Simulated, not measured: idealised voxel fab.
process module | voxel transistor to metal
cross-section cut | 205 nm wide | cells 5 nm
A cross-section is a grid of square cells, given in bands from the top down. A band is one or more rows of cells.
Each band's line starts with the height of the band's top and of its bottom, in nm. Then come its materials from left to right, each with its width in nm. One material with "throughout" fills the band from edge to edge. "air" is empty space.
Height 0 is the level under which the wafer as received is all one material. The lowest band goes on downwards, as in "0 down".
A width such as "30 to 40" changes by the same amount from each row of cells to the next, from the band's top row to its bottom row.
"no change" after a step means that no cell of the cross-section changed.
closed voids: empty space of 8 cells or more with no open way to the top, each as width x height at its distance from the left edge, in nm
after a step's settings: what the simulator itself notes on the step
overlay nm, on a step with a mask: how far to the right of its planned place the mask lay; to the left if negative
plan
1 op RECEIVE | material Si
2 op CONFORMAL_DEP | material SiO2 | thk nm 5
3 op CONFORMAL_DEP | material SiN | thk nm 15
4 op MASKED_ETCH | tone cover | mask id ACTIVE | width nm 95 | etch materials SiN | depth nm 15 | overlay nm 0
5 op MASKED_ETCH | tone cover | mask id ACTIVE | width nm 95 | etch materials SiO2 | depth nm 5 | overlay nm 0
6 op MASKED_ETCH | tone cover | mask id ACTIVE | width nm 95 | etch materials Si | depth nm 25 | overlay nm 0
7 op FILL_DEP | material SiO2 | thk nm 15
8 op CMP | height nm 20
9 op SELECTIVE_ETCH | etch materials SiO2 | depth nm 15
10 op STRIP | etch materials SiN
11 op SELECTIVE_ETCH | etch materials SiO2 | depth nm 5
12 op OXIDIZE | depth nm 5
13 op DIRECTIONAL_DEP | material polySi | thk nm 30
14 op DIRECTIONAL_DEP | material SiCN | thk nm 15
15 op DIRECTIONAL_DEP | material aC | thk nm 15
16 op PATTERN | tone cover | mask id GATE | material resist | width nm 15 | thk nm 35 | overlay nm 0
17 op DIRECTIONAL_ETCH | etch materials aC | depth nm 15
18 op STRIP | etch materials resist
19 op DIRECTIONAL_ETCH | etch materials SiCN | depth nm 25
20 op DIRECTIONAL_ETCH | etch materials polySi | depth nm 40
21 op STRIP | etch materials aC
22 op CONFORMAL_DEP | material SiN | thk nm 5
23 op DIRECTIONAL_ETCH | etch materials SiN | depth nm 5
24 op DIRECTIONAL_ETCH | etch materials SiO2 | depth nm 5
25 op DIRECTIONAL_ETCH | etch materials Si | depth nm 15
26 op EPI | material pSi | thk nm 20
27 op FILL_DEP | material SiO2 | thk nm 5
28 op CMP | height nm 45
29 op DIRECTIONAL_DEP | material SiO2 | thk nm 15
30 op PATTERN | tone open | mask id CONTACT | material resist | width nm 20 | pitch nm 65 | thk nm 15 | overlay nm 0
31 op DIRECTIONAL_ETCH | etch materials SiO2 | depth nm 60
32 op STRIP | etch materials resist
33 op CONFORMAL_DEP | material TiN | thk nm 5
34 op FILL_DEP | material W | thk nm 10
35 op CMP | height nm 60
36 op CONFORMAL_DEP | material SiCN | thk nm 5
37 op DIRECTIONAL_DEP | material lowk | thk nm 20
38 op MASKED_ETCH | tone open | mask id METAL_1 | width nm 20 | pitch nm 65 | etch materials lowk | depth nm 20 | overlay nm 0
39 op MASKED_ETCH | tone open | mask id METAL_1 | width nm 20 | pitch nm 65 | etch materials SiCN | depth nm 5 | overlay nm 0
40 op CONFORMAL_DEP | material TiN | thk nm 5
41 op FILL_DEP | material Cu | thk nm 5
42 op CMP | height nm 85
43 op CONFORMAL_DEP | material SiCN | thk nm 5
44 op DIRECTIONAL_DEP | material SiO2 | thk nm 30
45 op PATTERN | tone open | mask id METAL_2_HOLES | material resist | width nm 15 | pitch nm 65 | thk nm 15 | overlay nm 0
46 op DIRECTIONAL_ETCH | etch materials SiO2 | depth nm 30
47 op STRIP | etch materials resist
48 op MASKED_ETCH | tone open | mask id METAL_2 | width nm 20 | pitch nm 65 | etch materials SiO2 | depth nm 15 | overlay nm 0
49 op MASKED_ETCH | tone open | mask id METAL_2 | width nm 20 | pitch nm 65 | etch materials SiCN | depth nm 5 | overlay nm 0
50 op CONFORMAL_DEP | material TiN | thk nm 5
51 op FILL_DEP | material Cu | thk nm 10
52 op CMP | height nm 120
53 op CONFORMAL_DEP | material SiCN | thk nm 5
first wafer, as planned
as received, after step 1
  0 down: Si throughout
  closed voids: none
after step 2
  5 to 0: SiO2 throughout
  below 0: unchanged
after step 3
  20 to 5: SiN throughout
  below 5: unchanged
after step 4
  20 to 5: air 55 | SiN 95 | air 55
  below 5: unchanged
after step 5
  20 to 5: air 55 | SiN 95 | air 55
  5 to 0: air 55 | SiO2 95 | air 55
  below 0: unchanged
after step 6
  20 to 5: air 55 | SiN 95 | air 55
  5 to 0: air 55 | SiO2 95 | air 55
  0 to -25: air 55 | Si 95 | air 55
  below -25: unchanged
after step 7
  35 to 20: SiO2 throughout
  20 to 5: SiO2 55 | SiN 95 | SiO2 55
  5 to 0: SiO2 throughout
  0 to -25: SiO2 55 | Si 95 | SiO2 55
  below -25: unchanged
after step 8
  20 to 5: SiO2 55 | SiN 95 | SiO2 55
  below 5: unchanged
after step 9
  20 to 5: air 55 | SiN 95 | air 55
  below 5: unchanged
after step 10
  5 to 0: SiO2 throughout
  below 0: unchanged
after step 11
  0 to -25: SiO2 55 | Si 95 | SiO2 55
  below -25: unchanged
after step 12
  0 to -5: SiO2 throughout
  below -5: unchanged
after step 13
  30 to 0: polySi throughout
  below 0: unchanged
after step 14
  45 to 30: SiCN throughout
  below 30: unchanged
after step 15
  60 to 45: aC throughout
  below 45: unchanged
after step 16
  95 to 60: air 95 | resist 15 | air 95
  below 60: unchanged
after step 17
  80 to 60: air 95 | resist 15 | air 95
  60 to 45: air 95 | aC 15 | air 95
  below 45: unchanged
after step 18
  60 to 45: air 95 | aC 15 | air 95
  below 45: unchanged
after step 19
  60 to 45: air 95 | aC 15 | air 95
  45 to 30: air 95 | SiCN 15 | air 95
  below 30: unchanged
after step 20
  60 to 45: air 95 | aC 15 | air 95
  45 to 30: air 95 | SiCN 15 | air 95
  30 to 0: air 95 | polySi 15 | air 95
  below 0: unchanged
after step 21
  45 to 30: air 95 | SiCN 15 | air 95
  below 30: unchanged
after step 22
  50 to 45: air 90 | SiN 25 | air 90
  45 to 30: air 90 | SiN 5 | SiCN 15 | SiN 5 | air 90
  30 to 5: air 90 | SiN 5 | polySi 15 | SiN 5 | air 90
  5 to 0: SiN 95 | polySi 15 | SiN 95
  below 0: unchanged
after step 23
  45 to 30: air 90 | SiN 5 | SiCN 15 | SiN 5 | air 90
  30 to 0: air 90 | SiN 5 | polySi 15 | SiN 5 | air 90
  below 0: unchanged
after step 24
  45 to 30: air 90 | SiN 5 | SiCN 15 | SiN 5 | air 90
  30 to 0: air 90 | SiN 5 | polySi 15 | SiN 5 | air 90
  0 to -5: air 90 | SiO2 25 | air 90
  below -5: unchanged
after step 25
  45 to 30: air 90 | SiN 5 | SiCN 15 | SiN 5 | air 90
  30 to 0: air 90 | SiN 5 | polySi 15 | SiN 5 | air 90
  0 to -5: air 90 | SiO2 25 | air 90
  -5 to -20: SiO2 55 | air 35 | Si 25 | air 35 | SiO2 55
  below -20: unchanged
after step 26
  45 to 30: air 90 | SiN 5 | SiCN 15 | SiN 5 | air 90
  30 to 15: air 90 | SiN 5 | polySi 15 | SiN 5 | air 90
  15 to 0: air 70 | pSi 20 | SiN 5 | polySi 15 | SiN 5 | pSi 20 | air 70
  0 to -5: air 50 | pSi 40 | SiO2 25 | pSi 40 | air 50
  -5 to -20: SiO2 55 | pSi 35 | Si 25 | pSi 35 | SiO2 55
  below -20: unchanged
after step 27
  50 to 45: SiO2 throughout
  45 to 30: SiO2 90 | SiN 5 | SiCN 15 | SiN 5 | SiO2 90
  30 to 15: SiO2 90 | SiN 5 | polySi 15 | SiN 5 | SiO2 90
  15 to 0: SiO2 70 | pSi 20 | SiN 5 | polySi 15 | SiN 5 | pSi 20 | SiO2 70
  0 to -5: SiO2 50 | pSi 40 | SiO2 25 | pSi 40 | SiO2 50
  below -5: unchanged
after step 28
  45 to 30: SiO2 90 | SiN 5 | SiCN 15 | SiN 5 | SiO2 90
  below 30: unchanged
after step 29
  60 to 45: SiO2 throughout
  below 45: unchanged
after step 30
  75 to 60: resist 60 | air 20 | resist 45 | air 20 | resist 60
  below 60: unchanged
after step 31
  75 to 60: resist 60 | air 20 | resist 45 | air 20 | resist 60
  60 to 45: SiO2 60 | air 20 | SiO2 45 | air 20 | SiO2 60
  45 to 30: SiO2 60 | air 20 | SiO2 10 | SiN 5 | SiCN 15 | SiN 5 | SiO2 10 | air 20 | SiO2 60
  30 to 15: SiO2 60 | air 20 | SiO2 10 | SiN 5 | polySi 15 | SiN 5 | SiO2 10 | air 20 | SiO2 60
  15 to 0: SiO2 60 | air 10 | pSi 20 | SiN 5 | polySi 15 | SiN 5 | pSi 20 | air 10 | SiO2 60
  below 0: unchanged
after step 32
  60 to 45: SiO2 60 | air 20 | SiO2 45 | air 20 | SiO2 60
  below 45: unchanged
after step 33
  65 to 60: TiN 65 | air 10 | TiN 55 | air 10 | TiN 65
  60 to 45: SiO2 60 | TiN 5 | air 10 | TiN 5 | SiO2 45 | TiN 5 | air 10 | TiN 5 | SiO2 60
  45 to 30: SiO2 60 | TiN 5 | air 10 | TiN 5 | SiO2 10 | SiN 5 | SiCN 15 | SiN 5 | SiO2 10 | TiN 5 | air 10 | TiN 5 | SiO2 60
  30 to 20: SiO2 60 | TiN 5 | air 10 | TiN 5 | SiO2 10 | SiN 5 | polySi 15 | SiN 5 | SiO2 10 | TiN 5 | air 10 | TiN 5 | SiO2 60
  20 to 15: SiO2 60 | TiN 20 | SiO2 10 | SiN 5 | polySi 15 | SiN 5 | SiO2 10 | TiN 20 | SiO2 60
  15 to 0: SiO2 60 | TiN 10 | pSi 20 | SiN 5 | polySi 15 | SiN 5 | pSi 20 | TiN 10 | SiO2 60
  below 0: unchanged
after step 34
  75 to 65: W throughout
  65 to 60: TiN 65 | W 10 | TiN 55 | W 10 | TiN 65
  60 to 45: SiO2 60 | TiN 5 | W 10 | TiN 5 | SiO2 45 | TiN 5 | W 10 | TiN 5 | SiO2 60
  45 to 30: SiO2 60 | TiN 5 | W 10 | TiN 5 | SiO2 10 | SiN 5 | SiCN 15 | SiN 5 | SiO2 10 | TiN 5 | W 10 | TiN 5 | SiO2 60
  30 to 20: SiO2 60 | TiN 5 | W 10 | TiN 5 | SiO2 10 | SiN 5 | polySi 15 | SiN 5 | SiO2 10 | TiN 5 | W 10 | TiN 5 | SiO2 60
  below 20: unchanged
after step 35
  60 to 45: SiO2 60 | TiN 5 | W 10 | TiN 5 | SiO2 45 | TiN 5 | W 10 | TiN 5 | SiO2 60
  below 45: unchanged
after step 36
  65 to 60: SiCN throughout
  below 60: unchanged
after step 37
  85 to 65: lowk throughout
  below 65: unchanged
after step 38
  85 to 65: lowk 60 | air 20 | lowk 45 | air 20 | lowk 60
  below 65: unchanged
after step 39
  85 to 65: lowk 60 | air 20 | lowk 45 | air 20 | lowk 60
  65 to 60: SiCN 60 | air 20 | SiCN 45 | air 20 | SiCN 60
  below 60: unchanged
after step 40
  90 to 85: TiN 65 | air 10 | TiN 55 | air 10 | TiN 65
  85 to 65: lowk 60 | TiN 5 | air 10 | TiN 5 | lowk 45 | TiN 5 | air 10 | TiN 5 | lowk 60
  65 to 60: SiCN 60 | TiN 20 | SiCN 45 | TiN 20 | SiCN 60
  below 60: unchanged
after step 41
  95 to 90: Cu throughout
  90 to 85: TiN 65 | Cu 10 | TiN 55 | Cu 10 | TiN 65
  85 to 65: lowk 60 | TiN 5 | Cu 10 | TiN 5 | lowk 45 | TiN 5 | Cu 10 | TiN 5 | lowk 60
  below 65: unchanged
after step 42
  85 to 65: lowk 60 | TiN 5 | Cu 10 | TiN 5 | lowk 45 | TiN 5 | Cu 10 | TiN 5 | lowk 60
  below 65: unchanged
after step 43
  90 to 85: SiCN throughout
  below 85: unchanged
after step 44
  120 to 90: SiO2 throughout
  below 90: unchanged
after step 45
  135 to 120: resist 60 | air 15 | resist 50 | air 15 | resist 65
  below 120: unchanged
after step 46
  135 to 120: resist 60 | air 15 | resist 50 | air 15 | resist 65
  120 to 90: SiO2 60 | air 15 | SiO2 50 | air 15 | SiO2 65
  below 90: unchanged
after step 47
  120 to 90: SiO2 60 | air 15 | SiO2 50 | air 15 | SiO2 65
  below 90: unchanged
after step 48
  120 to 105: SiO2 60 | air 20 | SiO2 45 | air 20 | SiO2 60
  below 105: unchanged
after step 49
  120 to 105: SiO2 60 | air 20 | SiO2 45 | air 20 | SiO2 60
  105 to 90: SiO2 60 | air 15 | SiO2 50 | air 15 | SiO2 65
  90 to 85: SiCN 60 | air 15 | SiCN 50 | air 15 | SiCN 65
  below 85: unchanged
after step 50
  125 to 120: TiN 65 | air 10 | TiN 55 | air 10 | TiN 65
  120 to 110: SiO2 60 | TiN 5 | air 10 | TiN 5 | SiO2 45 | TiN 5 | air 10 | TiN 5 | SiO2 60
  110 to 105: SiO2 60 | TiN 5 | air 5 | TiN 10 | SiO2 45 | TiN 5 | air 5 | TiN 10 | SiO2 60
  105 to 90: SiO2 60 | TiN 5 | air 5 | TiN 5 | SiO2 50 | TiN 5 | air 5 | TiN 5 | SiO2 65
  90 to 85: SiCN 60 | TiN 15 | SiCN 50 | TiN 15 | SiCN 65
  below 85: unchanged
after step 51
  135 to 125: Cu throughout
  125 to 120: TiN 65 | Cu 10 | TiN 55 | Cu 10 | TiN 65
  120 to 110: SiO2 60 | TiN 5 | Cu 10 | TiN 5 | SiO2 45 | TiN 5 | Cu 10 | TiN 5 | SiO2 60
  110 to 105: SiO2 60 | TiN 5 | Cu 5 | TiN 10 | SiO2 45 | TiN 5 | Cu 5 | TiN 10 | SiO2 60
  105 to 90: SiO2 60 | TiN 5 | Cu 5 | TiN 5 | SiO2 50 | TiN 5 | Cu 5 | TiN 5 | SiO2 65
  below 90: unchanged
after step 52
  120 to 110: SiO2 60 | TiN 5 | Cu 10 | TiN 5 | SiO2 45 | TiN 5 | Cu 10 | TiN 5 | SiO2 60
  below 110: unchanged
after step 53
  125 to 120: SiCN throughout
  below 120: unchanged
second wafer: like start, like plan, one mistake. Through step 34 it matches the first wafer
when step 35 should have ended: no change
when step 36 should have ended
  80 to 75: SiCN throughout
  below 75: unchanged
when step 37 should have ended
  100 to 80: lowk throughout
  below 80: unchanged
when step 38 should have ended
  100 to 80: lowk 60 | air 20 | lowk 45 | air 20 | lowk 60
  below 80: unchanged
when step 39 should have ended
  100 to 80: lowk 60 | air 20 | lowk 45 | air 20 | lowk 60
  80 to 75: SiCN 60 | air 20 | SiCN 45 | air 20 | SiCN 60
  below 75: unchanged
when step 40 should have ended
  105 to 100: TiN 65 | air 10 | TiN 55 | air 10 | TiN 65
  100 to 80: lowk 60 | TiN 5 | air 10 | TiN 5 | lowk 45 | TiN 5 | air 10 | TiN 5 | lowk 60
  80 to 75: SiCN 60 | TiN 20 | SiCN 45 | TiN 20 | SiCN 60
  below 75: unchanged
when step 41 should have ended
  110 to 105: Cu throughout
  105 to 100: TiN 65 | Cu 10 | TiN 55 | Cu 10 | TiN 65
  100 to 80: lowk 60 | TiN 5 | Cu 10 | TiN 5 | lowk 45 | TiN 5 | Cu 10 | TiN 5 | lowk 60
  below 80: unchanged
when step 42 should have ended
  85 to 80: lowk 60 | TiN 5 | Cu 10 | TiN 5 | lowk 45 | TiN 5 | Cu 10 | TiN 5 | lowk 60
  below 80: unchanged
when step 43 should have ended
  90 to 85: SiCN throughout
  below 85: unchanged
when step 44 should have ended
  120 to 90: SiO2 throughout
  below 90: unchanged
when step 45 should have ended
  135 to 120: resist 60 | air 15 | resist 50 | air 15 | resist 65
  below 120: unchanged
when step 46 should have ended
  135 to 120: resist 60 | air 15 | resist 50 | air 15 | resist 65
  120 to 90: SiO2 60 | air 15 | SiO2 50 | air 15 | SiO2 65
  below 90: unchanged
when step 47 should have ended
  120 to 90: SiO2 60 | air 15 | SiO2 50 | air 15 | SiO2 65
  below 90: unchanged
when step 48 should have ended
  120 to 105: SiO2 60 | air 20 | SiO2 45 | air 20 | SiO2 60
  below 105: unchanged
when step 49 should have ended
  120 to 105: SiO2 60 | air 20 | SiO2 45 | air 20 | SiO2 60
  105 to 90: SiO2 60 | air 15 | SiO2 50 | air 15 | SiO2 65
  90 to 85: SiCN 60 | air 15 | SiCN 50 | air 15 | SiCN 65
  below 85: unchanged
when step 50 should have ended
  125 to 120: TiN 65 | air 10 | TiN 55 | air 10 | TiN 65
  120 to 110: SiO2 60 | TiN 5 | air 10 | TiN 5 | SiO2 45 | TiN 5 | air 10 | TiN 5 | SiO2 60
  110 to 105: SiO2 60 | TiN 5 | air 5 | TiN 10 | SiO2 45 | TiN 5 | air 5 | TiN 10 | SiO2 60
  105 to 90: SiO2 60 | TiN 5 | air 5 | TiN 5 | SiO2 50 | TiN 5 | air 5 | TiN 5 | SiO2 65
  90 to 85: SiCN 60 | TiN 15 | SiCN 50 | TiN 15 | SiCN 65
  below 85: unchanged
when step 51 should have ended
  135 to 125: Cu throughout
  125 to 120: TiN 65 | Cu 10 | TiN 55 | Cu 10 | TiN 65
  120 to 110: SiO2 60 | TiN 5 | Cu 10 | TiN 5 | SiO2 45 | TiN 5 | Cu 10 | TiN 5 | SiO2 60
  110 to 105: SiO2 60 | TiN 5 | Cu 5 | TiN 10 | SiO2 45 | TiN 5 | Cu 5 | TiN 10 | SiO2 60
  105 to 90: SiO2 60 | TiN 5 | Cu 5 | TiN 5 | SiO2 50 | TiN 5 | Cu 5 | TiN 5 | SiO2 65
  below 90: unchanged
when step 52 should have ended
  120 to 110: SiO2 60 | TiN 5 | Cu 10 | TiN 5 | SiO2 45 | TiN 5 | Cu 10 | TiN 5 | SiO2 60
  below 110: unchanged
when step 53 should have ended
  125 to 120: SiCN throughout
  below 120: unchanged
what went wrong: step 35 was left out
at the end the second wafer has, in cells: 12 fewer of Cu | 25 more of TiN | 86 more of W | 99 fewer of lowk
